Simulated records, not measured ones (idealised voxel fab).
voxel quadruple lines: a process module
This is section cut - it's 240 nm across, gridded in 5 nm square cells.
Notation: cross-section as square-cell grid; stated in bands, top first, going down; one or more cell rows per band.
This entry defines a band. It first specifies the height of the band's top and the height of its bottom in nm, and then specifies the band's materials from left to right, stating each material with its width in nm. The word "everywhere" identifies a single material that fills the band from edge to edge, while the word "blank" identifies empty space.
Heights from 0 (as-received wafer is one material below). Bottom band endless downward, as "0 down".
Read "30->40" as a graded width: first number on top, second number at the bottom, same change between each pair of neighbouring rows.
Take "remains unaltered" at face value: in the step it is given for, the cross-section changed in none of its cells.
"Cavities, sealed" - sealed voids, min. 8 cells, no opening to top; format: width x height at distance (distance from left edge; nm throughout).
Whatever follows a step's settings on its line is a remark the simulator itself makes about that step.
Among the settings permitted on a step's line is "overlay nm"; applied to a step with a mask, it specifies the extent to which the mask lay to the right of its planned position, whereas a negative figure signifies a position to the left.

Listed below are the process steps as planned
1 RECEIVE with material Si
2 CONFORMAL_DEP with material SiO2, thk nm 10
3 DIRECTIONAL_DEP with material TiN, thk nm 15
4 DIRECTIONAL_DEP with material polySi, thk nm 20
5 DIRECTIONAL_DEP with material aC, thk nm 20
6 PATTERN with tone cover, mask id MANDREL, material resist, width nm 30, thk nm 30, overlay nm -15
7 DIRECTIONAL_ETCH with etch materials aC, depth nm 20
8 STRIP with etch materials resist
9 CONFORMAL_DEP with material SiO2, thk nm 10
10 DIRECTIONAL_ETCH with etch materials SiO2, depth nm 10
11 STRIP with etch materials aC
12 DIRECTIONAL_ETCH with etch materials polySi, depth nm 20
13 STRIP with etch materials SiO2
14 CONFORMAL_DEP with material SiCN, thk nm 10
15 DIRECTIONAL_ETCH with etch materials SiCN, depth nm 10
16 STRIP with etch materials polySi
17 DIRECTIONAL_ETCH with etch materials TiN, depth nm 15
18 STRIP with etch materials SiCN
varied across the wafers: overlay nm of step 6. The plan shows the first wafer's value. All wafers start alike

Cross-section: the first of several wafers in its as-received state, i.e. following step 1
* 0 down: Si everywhere
* Cavities, sealed: none

Last step of the module is step 18; after it, the first of several wafers in cross-section
* 25 to 10: blank 70 nm  TiN 10 nm  blank 10 nm  TiN 10 nm  blank 10 nm  TiN 10 nm  blank 10 nm  TiN 10 nm  blank 100 nm
* 10 to 0: SiO2 everywhere
* 0 down: Si everywhere
* Cavities, sealed: none

Cross-section, module end, final of several wafers
* 25 to 10: blank 100 nm  TiN 10 nm  blank 10 nm  TiN 10 nm  blank 10 nm  TiN 10 nm  blank 10 nm  TiN 10 nm  blank 70 nm
* 10 to 0: SiO2 everywhere
* 0 down: Si everywhere
* Cavities, sealed: none

Every row in this table is a wafer at the end of the module, and it gives, for each of the materials, the cells that wafer has gained (+) or lost (-) since it was received, then its closed voids
overlay nm -15, +96 SiO2, +24 TiN, Cavities, sealed: none
overlay nm -10, +96 SiO2, +24 TiN, Cavities, sealed: none
overlay nm -5, +96 SiO2, +24 TiN, Cavities, sealed: none
overlay nm 0, +96 SiO2, +24 TiN, Cavities, sealed: none
overlay nm 5, +96 SiO2, +24 TiN, Cavities, sealed: none
overlay nm 10, +96 SiO2, +24 TiN, Cavities, sealed: none
overlay nm 15, +96 SiO2, +24 TiN, Cavities, sealed: none
